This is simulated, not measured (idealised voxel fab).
process module | voxel trench capacitor
cross-section cut | 160 nm wide | cells 5 nm
A cross-section is a grid of square cells, given in bands from the top down. A band is one or more rows of cells.
Each band's line starts with the height of the band's top and of its bottom, in nm. Then come its materials from left to right, each with its width in nm. One material with "throughout" fills the band from edge to edge. "air" is empty space.
Height 0 is the level under which the wafer as received is all one material. The lowest band goes on downwards, as in "0 down".
A width such as "30 to 40" changes by the same amount from each row of cells to the next, from the band's top row to its bottom row.
"no change" after a step means that no cell of the cross-section changed.
closed voids: empty space of 8 cells or more with no open way to the top, each as width x height at its distance from the left edge, in nm
after a step's settings: what the simulator itself notes on the step
overlay nm, on a step with a mask: how far to the right of its planned place the mask lay; to the left if negative
plan
1 op RECEIVE | material Si
2 op CONFORMAL_DEP | material SiN | thk nm 5
3 op DIRECTIONAL_DEP | material aC | thk nm 15
4 op PATTERN | tone open | mask id TRENCH | material resist | width nm 20 | pitch nm 40 | thk nm 35 | overlay nm 0
5 op DIRECTIONAL_ETCH | etch materials aC | depth nm 15
6 op STRIP | etch materials resist
7 op DIRECTIONAL_ETCH | etch materials SiN | depth nm 5
8 op DIRECTIONAL_ETCH | etch materials Si | depth nm 30
9 op STRIP | etch materials aC
10 op CONFORMAL_DEP | material SiO2 | thk nm 5
11 op FILL_DEP | material polySi | thk nm 10
12 op CMP | height nm 5
as received, after step 1
  0 down: Si throughout
  closed voids: none
a wafer at the end: this start, this plan, one mistake
  5 to 0: SiN 40 | SiO2 5 | polySi 10 | SiO2 5 | SiN 20 | SiO2 5 | polySi 10 | SiO2 5 | SiN 20 | SiO2 5 | polySi 10 | SiO2 5 | SiN 20
  0 to -25: Si 40 | SiO2 5 | polySi 10 | SiO2 5 | Si 20 | SiO2 5 | polySi 10 | SiO2 5 | Si 20 | SiO2 5 | polySi 10 | SiO2 5 | Si 20
  -25 to -30: Si 40 | SiO2 20 | Si 20 | SiO2 20 | Si 20 | SiO2 20 | Si 20
  -30 down: Si throughout
  closed voids: none
what went wrong: step 4 ran as: op PATTERN | tone open | mask id TRENCH | material resist | width nm 20 | pitch nm 40 | thk nm 35 | overlay nm 10
